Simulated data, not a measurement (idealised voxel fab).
Title: Process Module voxel tone inversion
Section cut is 225 nm wide and gridded with 5 nm square cells.
Think of the cross-section as a grid of square cells. We describe it in bands, top to bottom, and each band covers one or more rows of those cells.
This entry defines a band. It first specifies the height of the band's top and the height of its bottom in nm, and then specifies the band's materials from left to right, stating each material with its width in nm. The word "everywhere" identifies a single material that fills the band from edge to edge, while the word "air" identifies empty space.
Heights are reckoned from 0. Under this level, the received wafer is all of one material. The bottommost band is open-ended downward, for example "0 -> down".
Note: "30->40" means the width goes from the first number (top row of the band) to the second number (bottom row) in equal steps per row of cells.
Step note "changes: none" = no cross-section cell changed.
"Closed void entries" enumerates empty spaces isolated from the top, with no open way to it, that contain at least 8 cells, giving each as width x height at distance from the left edge, all three in nm.
Formally, on a step line, whatever follows the settings is a remark that the simulator itself makes on the step.
The setting "overlay nm" may be written on the line of a step. When the step uses a mask, the value reports how far to the right of the planned place the mask lay, and a negative value reports that it lay to the left.

Steps planned for the process:
| 1 | RECEIVE | material Si |
| 2 | CONFORMAL_DEP | material SiCN | thk nm 5 |
| 3 | DIRECTIONAL_DEP | material polySi | thk nm 15 |
| 4 | PATTERN | tone cover | mask id POSTS | material resist | width nm 25 | pitch nm 50 | thk nm 20 | overlay nm 0 |
| 5 | DIRECTIONAL_ETCH | etch materials polySi | depth nm 15 |
| 6 | STRIP | etch materials resist |
| 7 | FILL_DEP | material lowk | thk nm 10 |
| 8 | CMP | height nm 20 |
| 9 | STRIP | etch materials polySi |

So, the first of our two wafers, run just as we planned it:

Cross-section, incoming material, after step 1:
> 0 -> down: Si everywhere
> Closed void entries: none

Presented here is a cross-section of the wafer after step 2 has been performed:
> 5 -> 0: SiCN everywhere
> Unchanged below 0.

Presented here is a cross-section of the wafer after step 3 has been performed:
> 20 -> 5: polySi everywhere
> Unchanged below 5.

Presented here is a cross-section of the wafer after step 4 has been performed:
> 40 -> 20: air 25  resist 25  air 25  resist 25  air 25  resist 25  air 25  resist 25  air 25
> Unchanged below 20.

Presented here is a cross-section of the wafer after step 5 has been performed:
> 40 -> 20: air 25  resist 25  air 25  resist 25  air 25  resist 25  air 25  resist 25  air 25
> 20 -> 5: air 25  polySi 25  air 25  polySi 25  air 25  polySi 25  air 25  polySi 25  air 25
> Unchanged below 5.

Presented here is a cross-section of the wafer after step 6 has been performed:
> 20 -> 5: air 25  polySi 25  air 25  polySi 25  air 25  polySi 25  air 25  polySi 25  air 25
> Unchanged below 5.

Presented here is a cross-section of the wafer after step 7 has been performed:
> 30 -> 20: lowk everywhere
> 20 -> 5: lowk 25  polySi 25  lowk 25  polySi 25  lowk 25  polySi 25  lowk 25  polySi 25  lowk 25
> Unchanged below 5.

Presented here is a cross-section of the wafer after step 8 has been performed:
> 20 -> 5: lowk 25  polySi 25  lowk 25  polySi 25  lowk 25  polySi 25  lowk 25  polySi 25  lowk 25
> Unchanged below 5.

Presented here is a cross-section of the wafer after step 9 has been performed:
> 20 -> 5: lowk 25  air 25  lowk 25  air 25  lowk 25  air 25  lowk 25  air 25  lowk 25
> Unchanged below 5.

Second wafer: same start and same plan as the first, one execution error; identical to the first through step 3:

The second wafer cut through, at the time step 4 was supposed to be finished:
> 40 -> 20: air 20  resist 35  air 15  resist 35  air 15  resist 35  air 15  resist 35  air 20
> Unchanged below 20.

The second wafer cut through, at the time step 5 was supposed to be finished:
> 40 -> 20: air 20  resist 35  air 15  resist 35  air 15  resist 35  air 15  resist 35  air 20
> 20 -> 5: air 20  polySi 35  air 15  polySi 35  air 15  polySi 35  air 15  polySi 35  air 20
> Unchanged below 5.

The second wafer cut through, at the time step 6 was supposed to be finished:
> 20 -> 5: air 20  polySi 35  air 15  polySi 35  air 15  polySi 35  air 15  polySi 35  air 20
> Unchanged below 5.

The second wafer cut through, at the time step 7 was supposed to be finished:
> 30 -> 20: lowk everywhere
> 20 -> 5: lowk 20  polySi 35  lowk 15  polySi 35  lowk 15  polySi 35  lowk 15  polySi 35  lowk 20
> Unchanged below 5.

The second wafer cut through, at the time step 8 was supposed to be finished:
> 20 -> 5: lowk 20  polySi 35  lowk 15  polySi 35  lowk 15  polySi 35  lowk 15  polySi 35  lowk 20
> Unchanged below 5.

The second wafer cut through, at the time step 9 was supposed to be finished:
> 20 -> 5: lowk 20  air 35  lowk 15  air 35  lowk 15  air 35  lowk 15  air 35  lowk 20
> Unchanged below 5.
What was the processing mistake? step 4, actual vs plan mismatch, actual run PATTERN | tone cover | mask id POSTS | material resist | width nm 35 | pitch nm 50 | thk nm 20 | overlay nm 0
End of process, cell counts, second wafer against first, materials with more or fewer: lowk: 24 fewer
